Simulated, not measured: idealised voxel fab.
Module name: voxel self aligned vias (process module)
The cross-section shown here is cut; it is 245 nm wide and divided into square cells measuring 5 nm on a side.
Cross-section = grid of square cells, listed top down in bands; band = one or more rows. A band entry consists of two parts. The first gives the height of the band's top and the height of its bottom, in nm. The rest lists the band's materials from left to right, each with its width in nm. A single material labelled with the word "throughout" fills the band from edge to edge, and the word "empty" marks empty space. All heights in this document are referenced to 0, defined as the level beneath which the wafer, as received, consists entirely of one material. The lowest band is not bounded below; it extends indefinitely downward and is written in the form "0 down". The expression "30 to 40" gives the width at the extremes of the band, the first number at its top row of cells and the second at its bottom row, with the width changing by equal amounts from each row to the next in between. "no change occurred" -> step changed no cross-section cell. The entry titled "Completely sealed voids" provides the empty spaces that have no open way to the top, restricted to those of 8 cells or more. Each is presented as width x height at distance, the distance being measured from the left edge, with all three in nm. Heads up: the bit after the settings on a step's line is the simulator's remark on that step. "overlay nm", when on a step's line for a step with a mask, measures how far to the right of its planned place the mask lay; a negative measure means to the left.

**Process steps (planned)**
1,RECEIVE | material Si
2,CONFORMAL_DEP | material SiO2 | thk nm 10
3,CONFORMAL_DEP | material SiCN | thk nm 5
4,DIRECTIONAL_DEP | material lowk | thk nm 25
5,PATTERN | tone open | mask id LINES | material resist | width nm 30 | pitch nm 65 | thk nm 15 | overlay nm 0
6,DIRECTIONAL_ETCH | etch materials lowk | depth nm 25
7,STRIP | etch materials resist
8,CONFORMAL_DEP | material TiN | thk nm 5
9,FILL_DEP | material Ru | thk nm 10
10,CMP | height nm 40
11,SELECTIVE_ETCH | etch materials W Ru TiN | depth nm 10
12,FILL_DEP | material SiN | thk nm 5
13,CMP | height nm 40
14,DIRECTIONAL_DEP | material lowk | thk nm 15
15,MASKED_ETCH | tone open | mask id VIAS | width nm 40 | pitch nm 65 | etch materials lowk | depth nm 15 | overlay nm 0
16,MASKED_ETCH | tone open | mask id VIAS | width nm 40 | pitch nm 65 | etch materials SiN | depth nm 10 | overlay nm 0
17,CONFORMAL_DEP | material TiN | thk nm 5
18,FILL_DEP | material Ru | thk nm 10
19,CMP | height nm 55
20,CONFORMAL_DEP | material SiN | thk nm 5

**So this is the incoming wafer in cross-section - it's already been through step 1**
* 0 down  Si throughout
* Completely sealed voids: none

**Sectioned view, first of two wafers, at the close of the module, processed as intended in the plan**
* 60 to 55  SiN throughout
* 55 to 45  35 nm lowk, 5 nm TiN, 30 nm Ru, 5 nm TiN, 25 nm lowk, 5 nm TiN, 30 nm Ru, 5 nm TiN, 25 nm lowk, 5 nm TiN, 30 nm Ru, 5 nm TiN, 40 nm lowk
* 45 to 35  35 to 40 nm lowk, 10 to 5 nm TiN, 20 nm Ru, 10 to 5 nm TiN, 25 to 35 nm lowk, 10 to 5 nm TiN, 20 nm Ru, 10 to 5 nm TiN, 25 to 35 nm lowk, 10 to 5 nm TiN, 20 nm Ru, 10 to 5 nm TiN, 40 to 45 nm lowk
* 35 to 30  40 nm lowk, 30 nm TiN, 35 nm lowk, 30 nm TiN, 35 nm lowk, 30 nm TiN, 45 nm lowk
* 30 to 20  40 nm lowk, 5 nm TiN, 20 nm Ru, 5 nm TiN, 35 nm lowk, 5 nm TiN, 20 nm Ru, 5 nm TiN, 35 nm lowk, 5 nm TiN, 20 nm Ru, 5 nm TiN, 45 nm lowk
* 20 to 15  40 nm lowk, 30 nm TiN, 35 nm lowk, 30 nm TiN, 35 nm lowk, 30 nm TiN, 45 nm lowk
* 15 to 10  SiCN throughout
* 10 to 0  SiO2 throughout
* 0 down  Si throughout
* Completely sealed voids: none

**The second wafer, shown in cross-section after the module: started the same way as the first and given the same plan, yet one mistake crept into how it was run**
* 60 to 55  W throughout
* 55 to 45  35 nm lowk, 5 nm TiN, 30 nm Ru, 5 nm TiN, 25 nm lowk, 5 nm TiN, 30 nm Ru, 5 nm TiN, 25 nm lowk, 5 nm TiN, 30 nm Ru, 5 nm TiN, 40 nm lowk
* 45 to 35  35 to 40 nm lowk, 10 to 5 nm TiN, 20 nm Ru, 10 to 5 nm TiN, 25 to 35 nm lowk, 10 to 5 nm TiN, 20 nm Ru, 10 to 5 nm TiN, 25 to 35 nm lowk, 10 to 5 nm TiN, 20 nm Ru, 10 to 5 nm TiN, 40 to 45 nm lowk
* 35 to 30  40 nm lowk, 30 nm TiN, 35 nm lowk, 30 nm TiN, 35 nm lowk, 30 nm TiN, 45 nm lowk
* 30 to 20  40 nm lowk, 5 nm TiN, 20 nm Ru, 5 nm TiN, 35 nm lowk, 5 nm TiN, 20 nm Ru, 5 nm TiN, 35 nm lowk, 5 nm TiN, 20 nm Ru, 5 nm TiN, 45 nm lowk
* 20 to 15  40 nm lowk, 30 nm TiN, 35 nm lowk, 30 nm TiN, 35 nm lowk, 30 nm TiN, 45 nm lowk
* 15 to 10  SiCN throughout
* 10 to 0  SiO2 throughout
* 0 down  Si throughout
* Completely sealed voids: none
The plan and the run diverged here: step 20 off recipe, ran as CONFORMAL_DEP | material W | thk nm 5
Counted in cells at the end, the second wafer holds more or fewer of these materials than the first: SiN: 49 fewer, W: 49 more
